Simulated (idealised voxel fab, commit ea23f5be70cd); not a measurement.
The following is a process module called voxel trench capacitor.
Displayed cross-section: cut, width of 255 nm, square cells sized 5 nm.
Throughout this document, each cross-section is represented as a grid of square cells and is presented as a sequence of bands enumerated from the top downward, where a band comprises one or more rows of cells. For a band, the entry starts with two heights in nm, that of the top and then that of the bottom, and carries on with the band's materials in order from left to right, each alongside its width in nm; the word "everywhere" beside a single material means it fills the band edge to edge, and "empty" means empty space. Height is counted from the level 0, under which the received wafer is composed throughout of one material. The lowest of the bands is not closed at the bottom but continues downward, in the notation "0 -> down". Per-row width for "30..40": begins at first number (top row of band), ends at second number (bottom row), increment between rows held constant. A step reported as "no modification" is a step in which no cell of the cross-section changed. Enclosed voids (no open way to top), threshold 8 cells or more, entry "Sealed cavities", notation width x height at distance, distance from left edge, nm. Read whatever lies past the settings on a step's line as the simulator's own remark about the step. "overlay nm" denotes, for a step that has a mask, the displacement of the mask to the right of its planned place, with negative values corresponding to the left.

# Planned process steps
- 1: RECEIVE,material Si
- 2: CONFORMAL_DEP,material SiN,thk nm 5
- 3: DIRECTIONAL_DEP,material aC,thk nm 15
- 4: PATTERN,tone open,mask id TRENCH,material resist,width nm 20,pitch nm 45,thk nm 30,overlay nm 0
- 5: DIRECTIONAL_ETCH,etch materials aC,depth nm 15
- 6: STRIP,etch materials resist
- 7: DIRECTIONAL_ETCH,etch materials SiN,depth nm 5
- 8: DIRECTIONAL_ETCH,etch materials Si,depth nm 20
- 9: STRIP,etch materials aC
- 10: CONFORMAL_DEP,material Al2O3,thk nm 5
- 11: FILL_DEP,material polySi,thk nm 5
- 12: CMP,height nm 5
The depth nm used in step 8 is not the same on every wafer, whereas the starting condition is; the value printed in the plan is the first wafer's.

# Cross-sectional view of the first of several wafers in the as-received condition, corresponding to the state following step 1
- 0 -> down | Si everywhere
- Sealed cavities: none

# Here is how to read the rows: every wafer has a row, and it shows the wafer at the end of the module, giving for each material how many cells were gained (+) or lost (-) since the wafer was received, then listing its closed voids
depth nm 20 | +24 Al2O3 | -32 Si | +43 SiN | +16 polySi | Sealed cavities: none
depth nm 25 | +28 Al2O3 | -40 Si | +43 SiN | +20 polySi | Sealed cavities: none
depth nm 30 | +32 Al2O3 | -48 Si | +43 SiN | +24 polySi | Sealed cavities: none
depth nm 35 | +36 Al2O3 | -56 Si | +43 SiN | +28 polySi | Sealed cavities: none
depth nm 40 | +40 Al2O3 | -64 Si | +43 SiN | +32 polySi | Sealed cavities: none
depth nm 45 | +44 Al2O3 | -72 Si | +43 SiN | +36 polySi | Sealed cavities: none
